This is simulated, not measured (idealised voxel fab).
Title: Process Module voxel released beams
cross-section cut | 290 nm wide | cells 5 nm
Cross-section layout: square cells on a grid; listed as bands, top to bottom; a band spans one or more cell rows.
Quick guide to a band line: top height, bottom height (nm) up front; then every material left to right with its width in nm. Only one material and it's marked "full width"? Then it fills the band edge to edge. And "air" just means empty space.
Counting heights begins at 0, where everything beneath is, in the wafer as received, one material. The lowest band has no bottom; it goes on downwards, as "0 and below" shows.
You'd read "30 to 40" like this: the band's top row of cells is as wide as the first number, its bottom row is as wide as the second, and going down, every row changes width by the same amount as the row before did.
"remained unchanged" -> step changed no cross-section cell.
"Sealed void list" means: voids of 8 cells or more that are shut off from the top with no open way through. Written width x height at distance, distance from the left edge, in nm.
Past the settings on a step's line: simulator remark, on that step.
overlay nm: on a step with a mask, how far right of its planned place the mask lay; negative means left.
-- Planned process steps
| 1 | RECEIVE with material Si |
| 2 | CONFORMAL_DEP with material SiN, thk nm 10 |
| 3 | DIRECTIONAL_DEP with material SiO2, thk nm 10 |
| 4 | PATTERN with tone open, mask id ANCHOR, material resist, width nm 45, thk nm 15, overlay nm 0 |
| 5 | DIRECTIONAL_ETCH with etch materials SiO2, depth nm 10 |
| 6 | STRIP with etch materials resist |
| 7 | CONFORMAL_DEP with material polySi, thk nm 15 |
| 8 | MASKED_ETCH with tone cover, mask id BEAM, width nm 105, etch materials polySi, depth nm 15, overlay nm 0 |
| 9 | STRIP with etch materials SiO2 |
-- first wafer, as planned
-- Wafer at receipt (post step 1), cross-section
	0 and below | Si full width
	Sealed void list: none
-- Step 2 done - wafer cross-section
	10 down to 0 | SiN full width
	Everything under 0 stays put, no change at all.
-- Step 3 done - wafer cross-section
	20 down to 10 | SiO2 full width
	Everything under 10 stays put, no change at all.
-- Step 4 done - wafer cross-section
	35 down to 20 | resist=95  air=45  resist=150
	Everything under 20 stays put, no change at all.
-- Step 5 done - wafer cross-section
	35 down to 20 | resist=95  air=45  resist=150
	20 down to 10 | SiO2=95  air=45  SiO2=150
	Everything under 10 stays put, no change at all.
-- Step 6 done - wafer cross-section
	20 down to 10 | SiO2=95  air=45  SiO2=150
	Everything under 10 stays put, no change at all.
-- Step 7 done - wafer cross-section
	35 down to 25 | polySi=110  air=15  polySi=165
	25 down to 20 | polySi full width
	20 down to 10 | SiO2=95  polySi=45  SiO2=150
	Everything under 10 stays put, no change at all.
-- Step 8 done - wafer cross-section
	35 down to 25 | air=90  polySi=20  air=15  polySi=70  air=95
	25 down to 20 | air=90  polySi=105  air=95
	Everything under 20 stays put, no change at all.
-- Step 9 done - wafer cross-section
	35 down to 25 | air=90  polySi=20  air=15  polySi=70  air=95
	25 down to 20 | air=90  polySi=105  air=95
	20 down to 10 | air=95  polySi=45  air=150
	Everything under 10 stays put, no change at all.
-- The second wafer was prepared from the same starting point and under the same plan as the first; its processing contained one mistake, and it remains indistinguishable from the first wafer up to and including step 7
-- What the second wafer looks like in cross-section when step 8 should have wrapped up
	35 down to 25 | air=95  polySi=15  air=15  polySi=75  air=90
	25 down to 20 | air=95  polySi=105  air=90
	Everything under 20 stays put, no change at all.
-- What the second wafer looks like in cross-section when step 9 should have wrapped up
	35 down to 25 | air=95  polySi=15  air=15  polySi=75  air=90
	25 down to 20 | air=95  polySi=105  air=90
	20 down to 10 | air=95  polySi=45  air=150
	Everything under 10 stays put, no change at all.
Which mistake was made when the wafer was run? step 8 went in with a setting other than planned; the actual run was MASKED_ETCH with tone cover, mask id BEAM, width nm 105, etch materials polySi, depth nm 15, overlay nm 5
At the close, every material occupies the same number of cells on the second wafer as on the first, only in different positions.
